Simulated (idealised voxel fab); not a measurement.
The following process module bears the name voxel wiring stack.
Each square cell in cross-section cut measures 5 nm, and the section as a whole is 270 nm wide.
Cross-section = grid of square cells, listed top down in bands; band = one or more rows. Read a band's entry like this: the first values are the height of its top and the height of its bottom in nm, and what follows is the sequence of materials from left to right, each with its width in nm. Note that "blank" is empty space, and that a single material marked "all across" reaches across the band from edge to edge. Heights are reckoned from 0. Under this level, the received wafer is all of one material. The bottommost band is open-ended downward, for example "0..down". A two-number width, for instance "30..40", indicates that the width is equal to the first number in the top row of the band and to the second number in the bottom row, and that it changes by a constant amount per row of cells. "remained the same" -> step changed no cross-section cell. "Sealed-off cavities" contains a list of empty spaces, each no smaller than 8 cells and without an open way to the top, written in the form width x height at distance with the distance from the left edge and all three in nm. That trailing text on a step's line, after the settings, is the simulator's own remark on the step. Among the settings permitted on a step's line is "overlay nm"; applied to a step with a mask, it specifies the extent to which the mask lay to the right of its planned position, whereas a negative figure signifies a position to the left.

Below is the list of planned process steps
1. RECEIVE, material Si
2. CONFORMAL_DEP, material SiO2, thk nm 10
3. DIRECTIONAL_DEP, material TiN, thk nm 5
4. DIRECTIONAL_DEP, material W, thk nm 25
5. DIRECTIONAL_DEP, material aC, thk nm 15
6. PATTERN, tone cover, mask id METAL_1, material resist, width nm 25, pitch nm 45, thk nm 30, overlay nm 0
7. DIRECTIONAL_ETCH, etch materials aC, depth nm 15
8. STRIP, etch materials resist
9. DIRECTIONAL_ETCH, etch materials W, depth nm 25
10. DIRECTIONAL_ETCH, etch materials TiN, depth nm 5
11. STRIP, etch materials aC
12. FILL_DEP, material lowk, thk nm 10
13. CMP, height nm 40
14. CONFORMAL_DEP, material SiCN, thk nm 5
15. DIRECTIONAL_DEP, material SiO2, thk nm 10
16. DIRECTIONAL_DEP, material aC, thk nm 10
17. PATTERN, tone open, mask id PLUG_1, material resist, width nm 15, thk nm 25, overlay nm 0
18. DIRECTIONAL_ETCH, etch materials aC, depth nm 10
19. STRIP, etch materials resist
20. DIRECTIONAL_ETCH, etch materials SiO2, depth nm 10
21. DIRECTIONAL_ETCH, etch materials SiCN, depth nm 5
22. STRIP, etch materials aC
23. EPI, material Ru, thk nm 10
24. EPI, material Ru, thk nm 5
25. CONFORMAL_DEP, material SiN, thk nm 5
26. DIRECTIONAL_DEP, material lowk, thk nm 25
27. DIRECTIONAL_DEP, material aC, thk nm 15
28. PATTERN, tone open, mask id METAL_2, material resist, width nm 25, pitch nm 45, thk nm 30, overlay nm 0
29. DIRECTIONAL_ETCH, etch materials aC, depth nm 15
30. STRIP, etch materials resist
31. DIRECTIONAL_ETCH, etch materials lowk, depth nm 25
32. DIRECTIONAL_ETCH, etch materials SiN, depth nm 5
33. STRIP, etch materials aC
34. CONFORMAL_DEP, material TiN, thk nm 5
35. FILL_DEP, material Ru, thk nm 5
36. CMP, height nm 85
37. CONFORMAL_DEP, material SiN, thk nm 5

Delivered wafer in cross-section: state after step 1
0..down: Si all across
Sealed-off cavities: none

Same starting wafer, same plan as above, one mistake in the execution; this is the cross-section at the end of the module
85..80: SiN all across
80..60: lowk 100 nm / TiN 5 nm / Ru 15 nm / TiN 5 nm / lowk 20 nm / TiN 5 nm / Ru 15 nm / TiN 5 nm / lowk 100 nm
60..55: SiN 100 nm / TiN 25 nm / SiN 20 nm / TiN 25 nm / SiN 100 nm
55..45: SiO2 100 nm / Ru 15 nm / SiO2 155 nm
45..40: SiCN 100 nm / Ru 15 nm / SiCN 155 nm
40..15: lowk 100 nm / W 25 nm / lowk 20 nm / W 25 nm / lowk 100 nm
15..10: lowk 100 nm / TiN 25 nm / lowk 20 nm / TiN 25 nm / lowk 100 nm
10..0: SiO2 all across
0..down: Si all across
Sealed-off cavities: none
Deviation from plan: planned and actual differ for step 36; actual: CMP, height nm 80
